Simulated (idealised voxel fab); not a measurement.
The following process module bears the name voxel plated lines.
FYI the section here is cut, 160 nm wide, cells are 5 nm squares.
Think of the cross-section as a grid of square cells. We describe it in bands, top to bottom, and each band covers one or more rows of those cells. Within each band entry, the heights of the top and of the bottom of the band appear first, in that order and in nm; the materials of the band then follow from left to right, each with its corresponding width in nm. The designation "throughout" on a single material indicates that it fills the band from edge to edge; the designation "blank" indicates empty space. Zero point of the height axis is 0; under it, received wafer = one material. Lowest band: continues down indefinitely, "0 nm and below". So if you see something like "30->40" for the width, read it as the top row of the band sitting at the first number and the bottom row at the second, with every row in between moving by the same amount as the last. Basically "remained the same" means that step didn't change any cell in the cross-section. "closed voids" enumerates empty spaces isolated from the top, with no open way to it, that contain at least 8 cells, giving each as width x height at distance from the left edge, all three in nm. Formally, on a step line, whatever follows the settings is a remark that the simulator itself makes on the step. overlay nm: step with mask; distance mask lay right of planned place; negative value = left of planned place.

THE PROCESS STEPS THAT WERE PLANNED ARE LISTED BELOW
| 1 | RECEIVE: material Si |
| 2 | CONFORMAL_DEP: material SiO2, thk nm 5 |
| 3 | DIRECTIONAL_DEP: material TiN, thk nm 5 |
| 4 | PATTERN: tone open, mask id LINES, material resist, width nm 15, pitch nm 30, thk nm 25, overlay nm 0 |
| 5 | EPI: material Ru, thk nm 5 |
| 6 | EPI: material Ru, thk nm 5 |
| 7 | STRIP: etch materials resist |
| 8 | DIRECTIONAL_ETCH: etch materials TiN, depth nm 5 |
| 9 | CONFORMAL_DEP: material SiO2, thk nm 5 |

SO, THE FIRST OF OUR TWO WAFERS, RUN JUST AS WE PLANNED IT

HERE'S WHAT THE WAFER LOOKED LIKE IN CROSS-SECTION WHEN IT ARRIVED - THAT'S AFTER STEP 1
  0 nm and below = Si throughout
  closed voids: none

HOW THE WAFER STANDS IN SECTION AFTER STEP 2
  5 nm to 0 nm = SiO2 throughout
  Everything below 0 is unchanged.

HOW THE WAFER STANDS IN SECTION AFTER STEP 3
  10 nm to 5 nm = TiN throughout
  Everything below 5 is unchanged.

HOW THE WAFER STANDS IN SECTION AFTER STEP 4
  35 nm to 10 nm = 55 of resist / 15 of blank / 15 of resist / 15 of blank / 60 of resist
  Everything below 10 is unchanged.

HOW THE WAFER STANDS IN SECTION AFTER STEP 5
  35 nm to 15 nm = 55 of resist / 15 of blank / 15 of resist / 15 of blank / 60 of resist
  15 nm to 10 nm = 55 of resist / 15 of Ru / 15 of resist / 15 of Ru / 60 of resist
  Everything below 10 is unchanged.

HOW THE WAFER STANDS IN SECTION AFTER STEP 6
  35 nm to 20 nm = 55 of resist / 15 of blank / 15 of resist / 15 of blank / 60 of resist
  20 nm to 10 nm = 55 of resist / 15 of Ru / 15 of resist / 15 of Ru / 60 of resist
  Everything below 10 is unchanged.

HOW THE WAFER STANDS IN SECTION AFTER STEP 7
  20 nm to 10 nm = 55 of blank / 15 of Ru / 15 of blank / 15 of Ru / 60 of blank
  Everything below 10 is unchanged.

HOW THE WAFER STANDS IN SECTION AFTER STEP 8
  20 nm to 10 nm = 55 of blank / 15 of Ru / 15 of blank / 15 of Ru / 60 of blank
  10 nm to 5 nm = 55 of blank / 15 of TiN / 15 of blank / 15 of TiN / 60 of blank
  Everything below 5 is unchanged.

HOW THE WAFER STANDS IN SECTION AFTER STEP 9
  25 nm to 20 nm = 50 of blank / 25 of SiO2 / 5 of blank / 25 of SiO2 / 55 of blank
  20 nm to 10 nm = 50 of blank / 5 of SiO2 / 15 of Ru / 5 of SiO2 / 5 of blank / 5 of SiO2 / 15 of Ru / 5 of SiO2 / 55 of blank
  10 nm to 5 nm = 55 of SiO2 / 15 of TiN / 15 of SiO2 / 15 of TiN / 60 of SiO2
  Everything below 5 is unchanged.

SECOND WAFER: LIKE START, LIKE PLAN, ONE MISTAKE. THROUGH STEP 8 IT MATCHES THE FIRST WAFER

AT THE PLANNED END OF STEP 9, THE SECOND WAFER IN CROSS-SECTION
  25 nm to 20 nm = 50 of blank / 25 of TiN / 5 of blank / 25 of TiN / 55 of blank
  20 nm to 10 nm = 50 of blank / 5 of TiN / 15 of Ru / 5 of TiN / 5 of blank / 5 of TiN / 15 of Ru / 5 of TiN / 55 of blank
  10 nm to 5 nm = TiN throughout
  Everything below 5 is unchanged.
Plan not followed: step 9, actual vs plan mismatch, actual run CONFORMAL_DEP: material TiN, thk nm 5
Count the cells at the end and the second wafer has more or fewer of some materials than the first: -44 SiO2; +44 TiN
